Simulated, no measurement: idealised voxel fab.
process module | voxel released beams
cross-section cut | 160 nm wide | cells 5 nm
A cross-section is a grid of square cells, given in bands from the top down. A band is one or more rows of cells.
Each band's line starts with the height of the band's top and of its bottom, in nm. Then come its materials from left to right, each with its width in nm. One material with "throughout" fills the band from edge to edge. "air" is empty space.
Height 0 is the level under which the wafer as received is all one material. The lowest band goes on downwards, as in "0 down".
A width such as "30 to 40" changes by the same amount from each row of cells to the next, from the band's top row to its bottom row.
"no change" after a step means that no cell of the cross-section changed.
closed voids: empty space of 8 cells or more with no open way to the top, each as width x height at its distance from the left edge, in nm
after a step's settings: what the simulator itself notes on the step
overlay nm, on a step with a mask: how far to the right of its planned place the mask lay; to the left if negative
plan
1 op RECEIVE | material Si
2 op CONFORMAL_DEP | material Al2O3 | thk nm 5
3 op DIRECTIONAL_DEP | material SiO2 | thk nm 10
4 op DIRECTIONAL_DEP | material aC | thk nm 15
5 op PATTERN | tone open | mask id ANCHOR | material resist | width nm 25 | thk nm 30 | overlay nm 0
6 op DIRECTIONAL_ETCH | etch materials aC | depth nm 15
7 op STRIP | etch materials resist
8 op DIRECTIONAL_ETCH | etch materials SiO2 | depth nm 10
9 op STRIP | etch materials aC
10 op CONFORMAL_DEP | material polySi | thk nm 10
11 op DIRECTIONAL_DEP | material aC | thk nm 10
12 op PATTERN | tone cover | mask id BEAM | material resist | width nm 85 | thk nm 25 | overlay nm 0
13 op DIRECTIONAL_ETCH | etch materials aC | depth nm 10
14 op STRIP | etch materials resist
15 op DIRECTIONAL_ETCH | etch materials polySi | depth nm 10
16 op STRIP | etch materials aC
17 op STRIP | etch materials SiO2
first wafer, as planned
as received, after step 1
  0 down: Si throughout
  closed voids: none
after step 2
  5 to 0: Al2O3 throughout
  below 0: unchanged
after step 3
  15 to 5: SiO2 throughout
  below 5: unchanged
after step 4
  30 to 15: aC throughout
  below 15: unchanged
after step 5
  60 to 30: resist 40 | air 25 | resist 95
  below 30: unchanged
after step 6
  45 to 30: resist 40 | air 25 | resist 95
  30 to 15: aC 40 | air 25 | aC 95
  below 15: unchanged
after step 7
  30 to 15: aC 40 | air 25 | aC 95
  below 15: unchanged
after step 8
  30 to 15: aC 40 | air 25 | aC 95
  15 to 5: SiO2 40 | air 25 | SiO2 95
  below 5: unchanged
after step 9
  15 to 5: SiO2 40 | air 25 | SiO2 95
  below 5: unchanged
after step 10
  25 to 15: polySi 50 | air 5 | polySi 105
  15 to 5: SiO2 40 | polySi 25 | SiO2 95
  below 5: unchanged
after step 11
  35 to 25: aC 50 | air 5 | aC 105
  25 to 15: polySi 50 | aC 5 | polySi 105
  below 15: unchanged
after step 12
  60 to 35: air 35 | resist 85 | air 40
  35 to 25: aC 50 | resist 5 | aC 105
  below 25: unchanged
after step 13
  50 to 35: air 35 | resist 85 | air 40
  35 to 25: air 35 | aC 15 | resist 5 | aC 65 | air 40
  below 25: unchanged
after step 14
  35 to 25: air 35 | aC 15 | air 5 | aC 65 | air 40
  below 25: unchanged
after step 15
  35 to 25: air 35 | aC 15 | air 5 | aC 65 | air 40
  25 to 15: air 35 | polySi 15 | aC 5 | polySi 65 | air 40
  below 15: unchanged
after step 16
  25 to 15: air 35 | polySi 15 | air 5 | polySi 65 | air 40
  below 15: unchanged
after step 17
  25 to 15: air 35 | polySi 15 | air 5 | polySi 65 | air 40
  15 to 5: air 40 | polySi 25 | air 95
  below 5: unchanged
second wafer: like start, like plan, one mistake. Through step 5 it matches the first wafer
when step 6 should have ended
  30 to 15: aC 40 | air 25 | aC 95
  below 15: unchanged
when step 7 should have ended: no change
when step 8 should have ended
  30 to 15: aC 40 | air 25 | aC 95
  15 to 5: SiO2 40 | air 25 | SiO2 95
  below 5: unchanged
when step 9 should have ended
  15 to 5: SiO2 40 | air 25 | SiO2 95
  below 5: unchanged
when step 10 should have ended
  25 to 15: polySi 50 | air 5 | polySi 105
  15 to 5: SiO2 40 | polySi 25 | SiO2 95
  below 5: unchanged
when step 11 should have ended
  35 to 25: aC 50 | air 5 | aC 105
  25 to 15: polySi 50 | aC 5 | polySi 105
  below 15: unchanged
when step 12 should have ended
  60 to 35: air 35 | resist 85 | air 40
  35 to 25: aC 50 | resist 5 | aC 105
  below 25: unchanged
when step 13 should have ended
  50 to 35: air 35 | resist 85 | air 40
  35 to 25: air 35 | aC 15 | resist 5 | aC 65 | air 40
  below 25: unchanged
when step 14 should have ended
  35 to 25: air 35 | aC 15 | air 5 | aC 65 | air 40
  below 25: unchanged
when step 15 should have ended
  35 to 25: air 35 | aC 15 | air 5 | aC 65 | air 40
  25 to 15: air 35 | polySi 15 | aC 5 | polySi 65 | air 40
  below 15: unchanged
when step 16 should have ended
  25 to 15: air 35 | polySi 15 | air 5 | polySi 65 | air 40
  below 15: unchanged
when step 17 should have ended
  25 to 15: air 35 | polySi 15 | air 5 | polySi 65 | air 40
  15 to 5: air 40 | polySi 25 | air 95
  below 5: unchanged
what went wrong: step 6 was run twice
at the end the two cross-sections are the same: no effect in what this model computes
